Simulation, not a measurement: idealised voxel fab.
process module | voxel wiring stack
cross-section cut | 270 nm wide | cells 5 nm
A cross-section is a grid of square cells, given in bands from the top down. A band is one or more rows of cells.
Each band's line starts with the height of the band's top and of its bottom, in nm. Then come its materials from left to right, each with its width in nm. One material with "throughout" fills the band from edge to edge. "air" is empty space.
Height 0 is the level under which the wafer as received is all one material. The lowest band goes on downwards, as in "0 down".
A width such as "30 to 40" changes by the same amount from each row of cells to the next, from the band's top row to its bottom row.
"no change" after a step means that no cell of the cross-section changed.
closed voids: empty space of 8 cells or more with no open way to the top, each as width x height at its distance from the left edge, in nm
after a step's settings: what the simulator itself notes on the step
overlay nm, on a step with a mask: how far to the right of its planned place the mask lay; to the left if negative
plan
1 op RECEIVE | material Si
2 op CONFORMAL_DEP | material SiO2 | thk nm 15
3 op CONFORMAL_DEP | material SiCN | thk nm 5
4 op DIRECTIONAL_DEP | material SiO2 | thk nm 25
5 op MASKED_ETCH | tone open | mask id METAL_1 | width nm 20 | pitch nm 40 | etch materials SiO2 | depth nm 25 | overlay nm 0
6 op MASKED_ETCH | tone open | mask id METAL_1 | width nm 20 | pitch nm 40 | etch materials SiCN | depth nm 5 | overlay nm 0
7 op CONFORMAL_DEP | material TiN | thk nm 5
8 op FILL_DEP | material Cu | thk nm 5
9 op CMP | height nm 45
10 op EPI | material Ru | thk nm 5
11 op FILL_DEP | material SiCN | thk nm 5
12 op DIRECTIONAL_DEP | material lowk | thk nm 10
13 op MASKED_ETCH | tone open | mask id PLUG_1 | width nm 15 | pitch nm 40 | etch materials lowk | depth nm 10 | overlay nm 0
14 op MASKED_ETCH | tone open | mask id PLUG_1 | width nm 15 | pitch nm 40 | etch materials SiCN | depth nm 5 | overlay nm 0
15 op CONFORMAL_DEP | material TiN | thk nm 5
16 op FILL_DEP | material W | thk nm 10
17 op CMP | height nm 65
18 op DIRECTIONAL_DEP | material TiN | thk nm 5
19 op DIRECTIONAL_DEP | material W | thk nm 25
20 op MASKED_ETCH | tone cover | mask id METAL_2 | width nm 20 | pitch nm 40 | etch materials W | depth nm 25 | overlay nm 0
21 op MASKED_ETCH | tone cover | mask id METAL_2 | width nm 20 | pitch nm 40 | etch materials TiN | depth nm 5 | overlay nm 0
22 op CONFORMAL_DEP | material SiCN | thk nm 5
23 op FILL_DEP | material lowk | thk nm 10
24 op CMP | height nm 95
25 op CONFORMAL_DEP | material SiCN | thk nm 5
as received, after step 1
  0 down: Si throughout
  closed voids: none
first wafer at the end, as planned
  100 to 95: SiCN throughout
  95 to 70: lowk 100 | SiCN 5 | W 20 | SiCN 5 | lowk 10 | SiCN 5 | W 20 | SiCN 5 | lowk 100
  70 to 65: SiCN 105 | TiN 20 | SiCN 20 | TiN 20 | SiCN 105
  65 to 55: lowk 105 | TiN 5 | W 5 | TiN 5 | lowk 25 | TiN 5 | W 5 | TiN 5 | lowk 110
  55 to 50: SiCN 105 | TiN 15 | SiCN 25 | TiN 15 | SiCN 110
  50 to 45: SiCN 100 | Ru 30 | SiCN 10 | Ru 30 | SiCN 100
  45 to 20: SiO2 105 | TiN 5 | Cu 10 | TiN 5 | SiO2 20 | TiN 5 | Cu 10 | TiN 5 | SiO2 105
  20 to 15: SiCN 105 | TiN 20 | SiCN 20 | TiN 20 | SiCN 105
  15 to 0: SiO2 throughout
  0 down: Si throughout
  closed voids: none
second wafer at the end: like start, like plan, one mistake
  100 to 95: SiCN throughout
  95 to 75: lowk 90 | SiCN 5 | W 20 | SiCN 5 | lowk 10 | SiCN 5 | W 20 | SiCN 5 | lowk 110
  75 to 70: lowk 90 | SiCN 5 | W 20 | SiCN 20 | W 20 | SiCN 15 | lowk 100
  70 to 65: SiCN 95 | TiN 30 | SiCN 10 | TiN 30 | SiCN 105
  65 to 55: lowk 105 | TiN 5 | W 5 | TiN 5 | lowk 25 | TiN 5 | W 5 | TiN 5 | lowk 110
  55 to 50: SiCN 105 | TiN 15 | SiCN 25 | TiN 15 | SiCN 110
  50 to 45: SiCN 100 | Ru 30 | SiCN 10 | Ru 30 | SiCN 100
  45 to 20: SiO2 105 | TiN 5 | Cu 10 | TiN 5 | SiO2 20 | TiN 5 | Cu 10 | TiN 5 | SiO2 105
  20 to 15: SiCN 105 | TiN 20 | SiCN 20 | TiN 20 | SiCN 105
  15 to 0: SiO2 throughout
  0 down: Si throughout
  closed voids: none
what went wrong: step 20 ran as: op MASKED_ETCH | tone cover | mask id METAL_2 | width nm 20 | pitch nm 40 | etch materials W | depth nm 25 | overlay nm -10
at the end the second wafer has, in cells: 4 more of TiN | 4 fewer of lowk
